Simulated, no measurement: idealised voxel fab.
A process module follows: voxel ribs on slabs.
Square cells of 5 nm make up the cross-section cut, whose width is 290 nm.
In what follows, cross-sections appear as grids of square cells, described through bands that run from the top down, where every band is one or more rows of cells. Each band's line starts with the height of the band's top and of its bottom, in nm. Then come its materials from left to right, each with its width in nm. One material with "all across" fills the band from edge to edge. "air" is empty space. Height reference: 0 = level under which incoming wafer is all one material. Lowest band: no bottom, runs on downward, e.g. "0 -> down". Quick explanation for "30 to 40": the width changes in equal steps down the rows of cells, from the first number in the band's top row to the second number in its bottom row. It should be understood that the words "no change occurred", when stated for a given step, signify that the cross-section underwent no change in any of its cells during that step. So "Voids lacking openings" is basically the list of trapped voids: any empty space of 8 cells or more that can't reach the top through an opening. They're written width x height at distance, the distance being from the left edge, and it's all nm. Note: text after step settings on the step line = simulator remark on that step. The setting "overlay nm" may be written on the line of a step. When the step uses a mask, the value reports how far to the right of the planned place the mask lay, and a negative value reports that it lay to the left.
**Here's what the planned process steps look like**
1 op RECEIVE | material Si
2 op DIRECTIONAL_DEP | material SiO2 | thk nm 20
3 op DIRECTIONAL_DEP | material polySi | thk nm 15
4 op MASKED_ETCH | tone cover | mask id RIB | width nm 20 | etch materials polySi | depth nm 10 | overlay nm 0
5 op MASKED_ETCH | tone cover | mask id SLAB | width nm 60 | etch materials polySi | depth nm 5 | overlay nm 0
6 op FILL_DEP | material SiO2 | thk nm 25
7 op CMP | height nm 55
8 op DIRECTIONAL_DEP | material TiN | thk nm 10
9 op DIRECTIONAL_DEP | material aC | thk nm 15
10 op PATTERN | tone cover | mask id HEATER | material resist | width nm 30 | thk nm 30 | overlay nm 0
11 op DIRECTIONAL_ETCH | etch materials aC | depth nm 15
12 op STRIP | etch materials resist
13 op DIRECTIONAL_ETCH | etch materials TiN | depth nm 10
14 op STRIP | etch materials aC
15 op CONFORMAL_DEP | material SiO2 | thk nm 5
**The following pertains to the first of two wafers, which was processed as planned**
**Cross-section of the incoming wafer, state after step 1**
- 0 -> down | Si all across
- Voids lacking openings: none
**The following cross-section depicts the wafer upon completion of step 2**
- 20 -> 0 | SiO2 all across
- Everything below 0 is unchanged.
**The following cross-section depicts the wafer upon completion of step 3**
- 35 -> 20 | polySi all across
- Everything below 20 is unchanged.
**The following cross-section depicts the wafer upon completion of step 4**
- 35 -> 25 | air 135 nm, polySi 20 nm, air 135 nm
- Everything below 25 is unchanged.
**The following cross-section depicts the wafer upon completion of step 5**
- 35 -> 25 | air 135 nm, polySi 20 nm, air 135 nm
- 25 -> 20 | air 115 nm, polySi 60 nm, air 115 nm
- Everything below 20 is unchanged.
**The following cross-section depicts the wafer upon completion of step 6**
- 60 -> 35 | SiO2 all across
- 35 -> 25 | SiO2 135 nm, polySi 20 nm, SiO2 135 nm
- 25 -> 20 | SiO2 115 nm, polySi 60 nm, SiO2 115 nm
- Everything below 20 is unchanged.
**The following cross-section depicts the wafer upon completion of step 7**
- 55 -> 35 | SiO2 all across
- Everything below 35 is unchanged.
**The following cross-section depicts the wafer upon completion of step 8**
- 65 -> 55 | TiN all across
- Everything below 55 is unchanged.
**The following cross-section depicts the wafer upon completion of step 9**
- 80 -> 65 | aC all across
- Everything below 65 is unchanged.
**The following cross-section depicts the wafer upon completion of step 10**
- 110 -> 80 | air 130 nm, resist 30 nm, air 130 nm
- Everything below 80 is unchanged.
**The following cross-section depicts the wafer upon completion of step 11**
- 95 -> 80 | air 130 nm, resist 30 nm, air 130 nm
- 80 -> 65 | air 130 nm, aC 30 nm, air 130 nm
- Everything below 65 is unchanged.
**The following cross-section depicts the wafer upon completion of step 12**
- 80 -> 65 | air 130 nm, aC 30 nm, air 130 nm
- Everything below 65 is unchanged.
**The following cross-section depicts the wafer upon completion of step 13**
- 80 -> 65 | air 130 nm, aC 30 nm, air 130 nm
- 65 -> 55 | air 130 nm, TiN 30 nm, air 130 nm
- Everything below 55 is unchanged.
**The following cross-section depicts the wafer upon completion of step 14**
- 65 -> 55 | air 130 nm, TiN 30 nm, air 130 nm
- Everything below 55 is unchanged.
**The following cross-section depicts the wafer upon completion of step 15**
- 70 -> 65 | air 125 nm, SiO2 40 nm, air 125 nm
- 65 -> 60 | air 125 nm, SiO2 5 nm, TiN 30 nm, SiO2 5 nm, air 125 nm
- 60 -> 55 | SiO2 130 nm, TiN 30 nm, SiO2 130 nm
- Everything below 55 is unchanged.
**The second wafer began exactly as the first did and followed the same plan, but one mistake was made while running it; through step 3 inclusive, the two wafers are identical**
**Second wafer profile in section, at the moment step 4 of the plan was meant to be complete**
- 35 -> 25 | air 135 nm, polySi 25 nm, air 130 nm
- Everything below 25 is unchanged.
**Second wafer profile in section, at the moment step 5 of the plan was meant to be complete**
- 35 -> 25 | air 135 nm, polySi 25 nm, air 130 nm
- 25 -> 20 | air 115 nm, polySi 60 nm, air 115 nm
- Everything below 20 is unchanged.
**Second wafer profile in section, at the moment step 6 of the plan was meant to be complete**
- 60 -> 35 | SiO2 all across
- 35 -> 25 | SiO2 135 nm, polySi 25 nm, SiO2 130 nm
- 25 -> 20 | SiO2 115 nm, polySi 60 nm, SiO2 115 nm
- Everything below 20 is unchanged.
**Second wafer profile in section, at the moment step 7 of the plan was meant to be complete**
- 55 -> 35 | SiO2 all across
- Everything below 35 is unchanged.
**Second wafer profile in section, at the moment step 8 of the plan was meant to be complete**
- 65 -> 55 | TiN all across
- Everything below 55 is unchanged.
**Second wafer profile in section, at the moment step 9 of the plan was meant to be complete**
- 80 -> 65 | aC all across
- Everything below 65 is unchanged.
**Second wafer profile in section, at the moment step 10 of the plan was meant to be complete**
- 110 -> 80 | air 130 nm, resist 30 nm, air 130 nm
- Everything below 80 is unchanged.
**Second wafer profile in section, at the moment step 11 of the plan was meant to be complete**
- 95 -> 80 | air 130 nm, resist 30 nm, air 130 nm
- 80 -> 65 | air 130 nm, aC 30 nm, air 130 nm
- Everything below 65 is unchanged.
**Second wafer profile in section, at the moment step 12 of the plan was meant to be complete**
- 80 -> 65 | air 130 nm, aC 30 nm, air 130 nm
- Everything below 65 is unchanged.
**Second wafer profile in section, at the moment step 13 of the plan was meant to be complete**
- 80 -> 65 | air 130 nm, aC 30 nm, air 130 nm
- 65 -> 55 | air 130 nm, TiN 30 nm, air 130 nm
- Everything below 55 is unchanged.
**Second wafer profile in section, at the moment step 14 of the plan was meant to be complete**
- 65 -> 55 | air 130 nm, TiN 30 nm, air 130 nm
- Everything below 55 is unchanged.
**Second wafer profile in section, at the moment step 15 of the plan was meant to be complete**
- 70 -> 65 | air 125 nm, SiO2 40 nm, air 125 nm
- 65 -> 60 | air 125 nm, SiO2 5 nm, TiN 30 nm, SiO2 5 nm, air 125 nm
- 60 -> 55 | SiO2 130 nm, TiN 30 nm, SiO2 130 nm
- Everything below 55 is unchanged.
What was the processing mistake? the process deviated at step 4: the operation and settings actually run there were op MASKED_ETCH | tone cover | mask id RIB | width nm 25 | etch materials polySi | depth nm 10 | overlay nm 0
Final comparison by cell count, materials where the second wafer has more or fewer than the first: 2 fewer of SiO2, 2 more of polySi
